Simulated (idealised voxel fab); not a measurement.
Documented hereafter: the process module known as voxel self aligned vias.
Section shown: cut. Width: 280 nm. Cell size: 5 nm, square.
This document writes a cross-section as a grid whose cells are square, and gives it as bands, listed from the top down; one or more rows of cells form a band.
Heads up on the band format: heights come first, top then bottom, in nm. After that it's the materials left to right, each with its width in nm. A single material flagged "edge to edge" fills the whole band edge to edge, and "empty" means there's empty space there.
Measure heights from 0. That's the level where, below it, the as-received wafer is all one material. The lowest band is bottomless and extends downward; write it as in "0 nm and below".
Width: "30..40" (first number = top row, second number = bottom row, same change from row to row of cells).
What does "no alterations made" mean for a step? It means no cell of the cross-section changed in that step.
Reported under the label "Internal closed voids" are the empty spaces having no open way to the top and comprising 8 cells or more; the notation for each is width x height at distance, in which the distance is measured from the left edge and all three values are in nm.
Past the settings on a step's line: simulator remark, on that step.
A step line may carry the setting "overlay nm", which, for steps involving a mask, states the distance by which the mask lay to the right of its intended position; negative values denote displacement to the left.

**Planned process steps**
| 1 | RECEIVE [material Si] |
| 2 | CONFORMAL_DEP [material SiO2] [thk nm 10] |
| 3 | CONFORMAL_DEP [material SiCN] [thk nm 5] |
| 4 | DIRECTIONAL_DEP [material lowk] [thk nm 25] |
| 5 | DIRECTIONAL_DEP [material aC] [thk nm 15] |
| 6 | PATTERN [tone open] [mask id LINES] [material resist] [width nm 30] [pitch nm 75] [thk nm 30] [overlay nm -15] |
| 7 | DIRECTIONAL_ETCH [etch materials aC] [depth nm 15] |
| 8 | STRIP [etch materials resist] |
| 9 | DIRECTIONAL_ETCH [etch materials lowk] [depth nm 25] |
| 10 | STRIP [etch materials aC] |
| 11 | CONFORMAL_DEP [material TiN] [thk nm 5] |
| 12 | FILL_DEP [material W] [thk nm 5] |
| 13 | CMP [height nm 40] |
| 14 | SELECTIVE_ETCH [etch materials W Ru TiN] [depth nm 5] |
| 15 | FILL_DEP [material SiN] [thk nm 10] |
| 16 | CMP [height nm 40] |
| 17 | DIRECTIONAL_DEP [material lowk] [thk nm 15] |
| 18 | DIRECTIONAL_DEP [material aC] [thk nm 15] |
| 19 | PATTERN [tone open] [mask id VIAS] [material resist] [width nm 50] [thk nm 30] [overlay nm 0] |
| 20 | DIRECTIONAL_ETCH [etch materials aC] [depth nm 15] |
| 21 | STRIP [etch materials resist] |
| 22 | DIRECTIONAL_ETCH [etch materials lowk] [depth nm 15] |
| 23 | DIRECTIONAL_ETCH [etch materials SiN] [depth nm 5] |
| 24 | STRIP [etch materials aC] |
| 25 | CONFORMAL_DEP [material TiN] [thk nm 5] |
| 26 | FILL_DEP [material Ru] [thk nm 5] |
| 27 | CMP [height nm 55] |
| 28 | CONFORMAL_DEP [material SiCN] [thk nm 5] |
Across this set of wafers, the varied parameter is the overlay nm of step 6. Starting conditions are identical for every wafer, and the plan reports the value assigned to the first wafer.

**After step 1, as received: first of several wafers, cross-section**
* 0 nm and below: Si edge to edge
* Internal closed voids: none

**Cross-sectional representation of the first of several wafers at the end of the module, i.e. after its terminal step, step 28**
* 60 nm to 55 nm: SiCN edge to edge
* 55 nm to 45 nm: 75 of lowk; 5 of TiN; 40 of Ru; 5 of TiN; 155 of lowk
* 45 nm to 40 nm: 75 of lowk; 5 of TiN; 15 of Ru; 30 of TiN; 155 of lowk
* 40 nm to 35 nm: 70 of lowk; 5 of SiN; 25 of TiN; 45 of lowk; 30 of SiN; 105 of lowk
* 35 nm to 20 nm: 70 of lowk; 5 of TiN; 20 of W; 5 of TiN; 45 of lowk; 5 of TiN; 20 of W; 5 of TiN; 105 of lowk
* 20 nm to 15 nm: 70 of lowk; 30 of TiN; 45 of lowk; 30 of TiN; 105 of lowk
* 15 nm to 10 nm: SiCN edge to edge
* 10 nm to 0 nm: SiO2 edge to edge
* 0 nm and below: Si edge to edge
* Internal closed voids: none

**Here we cross-sectioned the last of the wafers once the module was done**
* 60 nm to 55 nm: SiCN edge to edge
* 55 nm to 45 nm: 75 of lowk; 5 of TiN; 40 of Ru; 5 of TiN; 155 of lowk
* 45 nm to 40 nm: 75 of lowk; 30 of TiN; 15 of Ru; 5 of TiN; 155 of lowk
* 40 nm to 35 nm: 100 of lowk; 25 of TiN; 5 of SiN; 45 of lowk; 30 of SiN; 75 of lowk
* 35 nm to 20 nm: 100 of lowk; 5 of TiN; 20 of W; 5 of TiN; 45 of lowk; 5 of TiN; 20 of W; 5 of TiN; 75 of lowk
* 20 nm to 15 nm: 100 of lowk; 30 of TiN; 45 of lowk; 30 of TiN; 75 of lowk
* 15 nm to 10 nm: SiCN edge to edge
* 10 nm to 0 nm: SiO2 edge to edge
* 0 nm and below: Si edge to edge
* Internal closed voids: none

**each wafer at the end: cells of each material gained (+) or lost (-) since it was received, then its closed voids**
overlay nm -15; +19 Ru; +112 SiCN; +7 SiN; +112 SiO2; +40 TiN; +24 W; +358 lowk; Internal closed voids: none
overlay nm -10; +20 Ru; +112 SiCN; +6 SiN; +112 SiO2; +40 TiN; +24 W; +358 lowk; Internal closed voids: none
overlay nm -5; +20 Ru; +112 SiCN; +6 SiN; +112 SiO2; +40 TiN; +24 W; +358 lowk; Internal closed voids: none
overlay nm 0; +20 Ru; +112 SiCN; +6 SiN; +112 SiO2; +40 TiN; +24 W; +358 lowk; Internal closed voids: none
overlay nm 5; +20 Ru; +112 SiCN; +6 SiN; +112 SiO2; +40 TiN; +24 W; +358 lowk; Internal closed voids: none
overlay nm 10; +20 Ru; +112 SiCN; +6 SiN; +112 SiO2; +40 TiN; +24 W; +358 lowk; Internal closed voids: none
overlay nm 15; +19 Ru; +112 SiCN; +7 SiN; +112 SiO2; +40 TiN; +24 W; +358 lowk; Internal closed voids: none
